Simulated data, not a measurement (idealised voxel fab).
A process module follows: voxel transistor to metal.
Square cells of 5 nm make up the cross-section cut, whose width is 205 nm.
A cross-section is a grid of square cells, given in bands from the top down. A band is one or more rows of cells. The entry gives the band's vertical extent as a top height and a bottom height in nm, then its horizontal make-up as materials from left to right, each with a width in nm. "empty" stands for empty space; a single material marked "full width" fills the band edge to edge. All heights in this document are referenced to 0, defined as the level beneath which the wafer, as received, consists entirely of one material. The lowest band is not bounded below; it extends indefinitely downward and is written in the form "0 -> down". Top row gets the first number, bottom row gets the second, and each row in between changes by the same step: that is how a band width like "30..40" works. The designation "same as before", where it is given for a processing step, indicates that no cell of the cross-section was altered in the course of that step. Entry "Enclosed void list" = empty spaces >= 8 cells with no open way to the top; each as width x height at distance, distance from left edge, all nm. What comes after the settings on a step's line is commentary from the simulator itself on that step. When a step includes a mask, the "overlay nm" setting on its line states how far to the right of its planned place that mask lay, and negative values state how far to the left.
THE STEPS PLANNED FOR THE PROCESS ARE AS FOLLOWS
- 1: RECEIVE (material Si)
- 2: CONFORMAL_DEP (material SiO2; thk nm 5)
- 3: CONFORMAL_DEP (material SiN; thk nm 10)
- 4: DIRECTIONAL_DEP (material aC; thk nm 10)
- 5: PATTERN (tone cover; mask id ACTIVE; material resist; width nm 120; thk nm 30; overlay nm 0)
- 6: DIRECTIONAL_ETCH (etch materials aC; depth nm 10)
- 7: STRIP (etch materials resist)
- 8: DIRECTIONAL_ETCH (etch materials SiN; depth nm 10)
- 9: DIRECTIONAL_ETCH (etch materials SiO2; depth nm 5)
- 10: DIRECTIONAL_ETCH (etch materials Si; depth nm 30)
- 11: STRIP (etch materials aC)
- 12: FILL_DEP (material SiO2; thk nm 10)
- 13: CMP (height nm 15)
- 14: SELECTIVE_ETCH (etch materials SiO2; depth nm 5)
- 15: STRIP (etch materials SiN)
- 16: SELECTIVE_ETCH (etch materials SiO2; depth nm 5)
- 17: OXIDIZE (depth nm 5)
- 18: DIRECTIONAL_DEP (material polySi; thk nm 30)
- 19: DIRECTIONAL_DEP (material SiCN; thk nm 15)
- 20: MASKED_ETCH (tone cover; mask id GATE; width nm 20; etch materials SiCN; depth nm 25; overlay nm 0)
- 21: MASKED_ETCH (tone cover; mask id GATE; width nm 20; etch materials polySi; depth nm 40; overlay nm 0)
- 22: CONFORMAL_DEP (material SiN; thk nm 5)
- 23: DIRECTIONAL_ETCH (etch materials SiN; depth nm 5)
- 24: DIRECTIONAL_ETCH (etch materials SiO2; depth nm 5)
- 25: DIRECTIONAL_ETCH (etch materials Si; depth nm 5)
- 26: EPI (material SiGe; thk nm 10)
- 27: FILL_DEP (material SiO2; thk nm 5)
- 28: CMP (height nm 45)
- 29: DIRECTIONAL_DEP (material SiO2; thk nm 10)
- 30: PATTERN (tone open; mask id CONTACT; material resist; width nm 20; pitch nm 80; thk nm 20; overlay nm 0)
- 31: DIRECTIONAL_ETCH (etch materials SiO2; depth nm 55)
- 32: STRIP (etch materials resist)
- 33: CONFORMAL_DEP (material TiN; thk nm 5)
- 34: FILL_DEP (material W; thk nm 10)
- 35: CMP (height nm 55)
- 36: DIRECTIONAL_DEP (material TiN; thk nm 5)
- 37: DIRECTIONAL_DEP (material W; thk nm 15)
- 38: DIRECTIONAL_DEP (material aC; thk nm 10)
- 39: PATTERN (tone cover; mask id METAL_1; material resist; width nm 20; pitch nm 80; thk nm 30; overlay nm 0)
- 40: DIRECTIONAL_ETCH (etch materials aC; depth nm 10)
- 41: STRIP (etch materials resist)
- 42: DIRECTIONAL_ETCH (etch materials W; depth nm 15)
- 43: DIRECTIONAL_ETCH (etch materials TiN; depth nm 5)
- 44: STRIP (etch materials aC)
- 45: CONFORMAL_DEP (material SiN; thk nm 5)
- 46: FILL_DEP (material SiO2; thk nm 10)
- 47: CMP (height nm 75)
- 48: CONFORMAL_DEP (material SiCN; thk nm 5)
- 49: DIRECTIONAL_DEP (material SiO2; thk nm 30)
- 50: MASKED_ETCH (tone open; mask id METAL_2_HOLES; width nm 15; pitch nm 80; etch materials SiO2; depth nm 30; overlay nm 0)
- 51: PATTERN (tone open; mask id METAL_2; material resist; width nm 20; pitch nm 80; thk nm 15; overlay nm 0)
- 52: DIRECTIONAL_ETCH (etch materials SiO2; depth nm 20)
- 53: DIRECTIONAL_ETCH (etch materials SiCN; depth nm 5)
- 54: STRIP (etch materials resist)
- 55: CONFORMAL_DEP (material TiN; thk nm 5)
- 56: FILL_DEP (material Cu; thk nm 5)
- 57: CMP (height nm 110)
- 58: CONFORMAL_DEP (material SiCN; thk nm 5)
CROSS-SECTION OF THE WAFER AT RECEIPT, WHICH IS THE CONDITION AFTER STEP 1
  0 -> down  Si full width
  Enclosed void list: none
THE MODULE WAS RUN FROM THE START SHOWN ABOVE USING THE PLAN SHOWN ABOVE, BUT ONE MISTAKE WAS MADE DOING IT; THE RESULTING WAFER CROSS-SECTION IS BELOW
  115 -> 110  SiCN full width
  110 -> 105  SiO2=50 | TiN=5 | Cu=5 | TiN=10 | SiO2=60 | TiN=5 | Cu=5 | TiN=10 | SiO2=55
  105 -> 95  SiO2=50 | TiN=5 | Cu=5 | TiN=5 | SiO2=65 | TiN=5 | Cu=5 | TiN=5 | SiO2=60
  95 -> 90  SiCN=50 | TiN=15 | SiCN=65 | TiN=15 | SiCN=60
  90 -> 80  SiO2 full width
  80 -> 75  SiO2=45 | SiN=30 | SiO2=50 | SiN=30 | SiO2=50
  75 -> 60  SiO2=45 | SiN=5 | W=20 | SiN=5 | SiO2=50 | SiN=5 | W=20 | SiN=5 | SiO2=50
  60 -> 55  SiN=50 | TiN=20 | SiN=60 | TiN=20 | SiN=55
  55 -> 45  SiO2=50 | TiN=5 | W=10 | TiN=5 | SiO2=60 | TiN=5 | W=10 | TiN=5 | SiO2=55
  45 -> 30  SiO2=50 | TiN=5 | W=10 | TiN=5 | SiO2=15 | SiN=5 | SiCN=20 | SiN=5 | SiO2=15 | TiN=5 | W=10 | TiN=5 | SiO2=55
  30 -> 5  SiO2=50 | TiN=5 | W=10 | TiN=5 | SiO2=15 | SiN=5 | polySi=20 | SiN=5 | SiO2=15 | TiN=5 | W=10 | TiN=5 | SiO2=55
  5 -> 0  SiO2=35 | SiN=5 | SiO2=10 | TiN=20 | SiO2=5 | SiGe=10 | SiN=5 | polySi=20 | SiN=5 | SiGe=10 | SiO2=5 | TiN=20 | SiO2=10 | SiN=5 | SiO2=40
  0 -> -5  SiO2=40 | SiGe=45 | SiO2=30 | SiGe=45 | SiO2=45
  -5 -> -10  SiO2=40 | SiGe=45 | Si=30 | SiGe=45 | SiO2=45
  -10 -> -30  SiO2=40 | Si=120 | SiO2=45
  -30 -> down  Si full width
  Enclosed void list: none
Nonconformance to the process plan: step 47 of the plan was excluded from execution and never run
